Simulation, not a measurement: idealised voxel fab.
The following is a process module called voxel self aligned vias.
Cross-section cut spans 280 nm and uses square cells 5 nm in size.
In this document a cross-section is written as a grid of square cells. It is given as a series of bands, listed from the top down, and a band is one or more rows of cells.
The entry gives the band's vertical extent as a top height and a bottom height in nm, then its horizontal make-up as materials from left to right, each with a width in nm. "blank" stands for empty space; a single material marked "everywhere" fills the band edge to edge.
Counting heights begins at 0, where everything beneath is, in the wafer as received, one material. The lowest band has no bottom; it goes on downwards, as "top 0, no bottom" shows.
The width entry "30..40" should be interpreted row by row: the top row of cells in the band takes the first number, the bottom row takes the second number, and the change between adjacent rows is uniform throughout.
"nothing altered" (step): cross-section cells unchanged, all of them.
Entry "Catalogued sealed voids" = empty spaces >= 8 cells with no open way to the top; each as width x height at distance, distance from left edge, all nm.
If you see something after the settings on a step's line, that's the simulator's own remark about that step.
overlay nm: for a step with a mask, the amount by which the mask lay right of where it was planned; a negative amount means left of it.

INTENDED PROCESS STEPS
1) RECEIVE,material Si
2) CONFORMAL_DEP,material SiO2,thk nm 10
3) CONFORMAL_DEP,material SiCN,thk nm 5
4) DIRECTIONAL_DEP,material lowk,thk nm 20
5) MASKED_ETCH,tone open,mask id LINES,width nm 20,pitch nm 65,etch materials lowk,depth nm 20,overlay nm 0
6) CONFORMAL_DEP,material TiN,thk nm 5
7) FILL_DEP,material W,thk nm 10
8) CMP,height nm 35
9) SELECTIVE_ETCH,etch materials W Ru TiN,depth nm 5
10) FILL_DEP,material SiN,thk nm 10
11) CMP,height nm 35
12) DIRECTIONAL_DEP,material lowk,thk nm 20
13) PATTERN,tone open,mask id VIAS,material resist,width nm 30,thk nm 15,overlay nm 0
14) DIRECTIONAL_ETCH,etch materials lowk,depth nm 20
15) DIRECTIONAL_ETCH,etch materials SiN,depth nm 5
16) STRIP,etch materials resist
17) CONFORMAL_DEP,material TiN,thk nm 5
18) FILL_DEP,material Ru,thk nm 5
19) CMP,height nm 55
20) CONFORMAL_DEP,material SiN,thk nm 5
Same starting wafers, different width nm at step 13. Plan value belongs to the first wafer.

CROSS-SECTION: THE FIRST OF SEVERAL WAFERS IN ITS AS-RECEIVED STATE, I.E. FOLLOWING STEP 1
    top 0, no bottom  Si everywhere
    Catalogued sealed voids: none

WAFER CROSS-SECTION (FIRST OF SEVERAL) - MODULE END, POST STEP 20 (LAST STEP)
    top 60, bottom 55  SiN everywhere
    top 55, bottom 40  90 nm lowk  5 nm TiN  20 nm Ru  5 nm TiN  160 nm lowk
    top 40, bottom 35  90 nm lowk  10 nm TiN  10 nm Ru  10 nm TiN  160 nm lowk
    top 35, bottom 30  95 nm lowk  20 nm TiN  45 nm lowk  20 nm SiN  100 nm lowk
    top 30, bottom 20  95 nm lowk  5 nm TiN  10 nm W  5 nm TiN  45 nm lowk  5 nm TiN  10 nm W  5 nm TiN  100 nm lowk
    top 20, bottom 15  95 nm lowk  20 nm TiN  45 nm lowk  20 nm TiN  100 nm lowk
    top 15, bottom 10  SiCN everywhere
    top 10, bottom 0  SiO2 everywhere
    top 0, no bottom  Si everywhere
    Catalogued sealed voids: none

THE FINAL WAFER, SECTIONED AT MODULE END
    top 60, bottom 55  SiN everywhere
    top 55, bottom 40  80 nm lowk  5 nm TiN  45 nm Ru  5 nm TiN  145 nm lowk
    top 40, bottom 35  80 nm lowk  20 nm TiN  10 nm Ru  25 nm TiN  145 nm lowk
    top 35, bottom 30  95 nm lowk  20 nm TiN  45 nm lowk  20 nm SiN  100 nm lowk
    top 30, bottom 20  95 nm lowk  5 nm TiN  10 nm W  5 nm TiN  45 nm lowk  5 nm TiN  10 nm W  5 nm TiN  100 nm lowk
    top 20, bottom 15  95 nm lowk  20 nm TiN  45 nm lowk  20 nm TiN  100 nm lowk
    top 15, bottom 10  SiCN everywhere
    top 10, bottom 0  SiO2 everywhere
    top 0, no bottom  Si everywhere
    Catalogued sealed voids: none

SO IN THIS TABLE EVERY WAFER GETS ITS OWN ROW, AND WHAT YOU SEE IS WHERE IT STANDS AT THE END OF THE MODULE: FOR EACH MATERIAL, HOW MANY CELLS IT PICKED UP (+) OR GAVE UP (-) SINCE WE RECEIVED IT, AND AFTER THAT ITS CLOSED VOIDS
width nm 30 | +14 Ru | +56 SiCN | +60 SiN | +112 SiO2 | +30 TiN | +8 W | +392 lowk | Catalogued sealed voids: none
width nm 35 | +17 Ru | +56 SiCN | +60 SiN | +112 SiO2 | +31 TiN | +8 W | +388 lowk | Catalogued sealed voids: none
width nm 40 | +20 Ru | +56 SiCN | +60 SiN | +112 SiO2 | +32 TiN | +8 W | +384 lowk | Catalogued sealed voids: none
width nm 45 | +23 Ru | +56 SiCN | +60 SiN | +112 SiO2 | +33 TiN | +8 W | +380 lowk | Catalogued sealed voids: none
width nm 50 | +26 Ru | +56 SiCN | +60 SiN | +112 SiO2 | +34 TiN | +8 W | +376 lowk | Catalogued sealed voids: none
width nm 55 | +29 Ru | +56 SiCN | +60 SiN | +112 SiO2 | +35 TiN | +8 W | +372 lowk | Catalogued sealed voids: none
